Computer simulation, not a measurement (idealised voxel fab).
process module | voxel released beams
cross-section cut | 260 nm wide | cells 5 nm
A cross-section is a grid of square cells, given in bands from the top down. A band is one or more rows of cells.
Each band's line starts with the height of the band's top and of its bottom, in nm. Then come its materials from left to right, each with its width in nm. One material with "throughout" fills the band from edge to edge. "air" is empty space.
Height 0 is the level under which the wafer as received is all one material. The lowest band goes on downwards, as in "0 down".
A width such as "30 to 40" changes by the same amount from each row of cells to the next, from the band's top row to its bottom row.
"no change" after a step means that no cell of the cross-section changed.
closed voids: empty space of 8 cells or more with no open way to the top, each as width x height at its distance from the left edge, in nm
after a step's settings: what the simulator itself notes on the step
overlay nm, on a step with a mask: how far to the right of its planned place the mask lay; to the left if negative
plan
1 op RECEIVE | material Si
2 op CONFORMAL_DEP | material SiN | thk nm 10
3 op DIRECTIONAL_DEP | material SiO2 | thk nm 20
4 op PATTERN | tone open | mask id ANCHOR | material resist | width nm 45 | thk nm 15 | overlay nm 0
5 op DIRECTIONAL_ETCH | etch materials SiO2 | depth nm 20
6 op STRIP | etch materials resist
7 op CONFORMAL_DEP | material polySi | thk nm 15
8 op DIRECTIONAL_DEP | material aC | thk nm 10
9 op PATTERN | tone cover | mask id BEAM | material resist | width nm 95 | thk nm 25 | overlay nm 0
10 op DIRECTIONAL_ETCH | etch materials aC | depth nm 10
11 op STRIP | etch materials resist
12 op DIRECTIONAL_ETCH | etch materials polySi | depth nm 15
13 op STRIP | etch materials aC
14 op STRIP | etch materials SiO2
as received, after step 1
  0 down: Si throughout
  closed voids: none
first wafer at the end, as planned
  45 to 30: air 80 | polySi 20 | air 15 | polySi 60 | air 85
  30 to 25: air 85 | polySi 15 | air 15 | polySi 15 | air 130
  25 to 10: air 85 | polySi 45 | air 130
  10 to 0: SiN throughout
  0 down: Si throughout
  closed voids: none
second wafer at the end: like start, like plan, one mistake
  45 to 30: air 80 | polySi 95 | air 85
  30 to 20: SiN throughout
  20 to 0: SiO2 throughout
  0 down: Si throughout
  closed voids: none
what went wrong: steps 2 and 3 were swapped
at the end the second wafer has, in cells: 208 more of SiO2 | 24 fewer of polySi
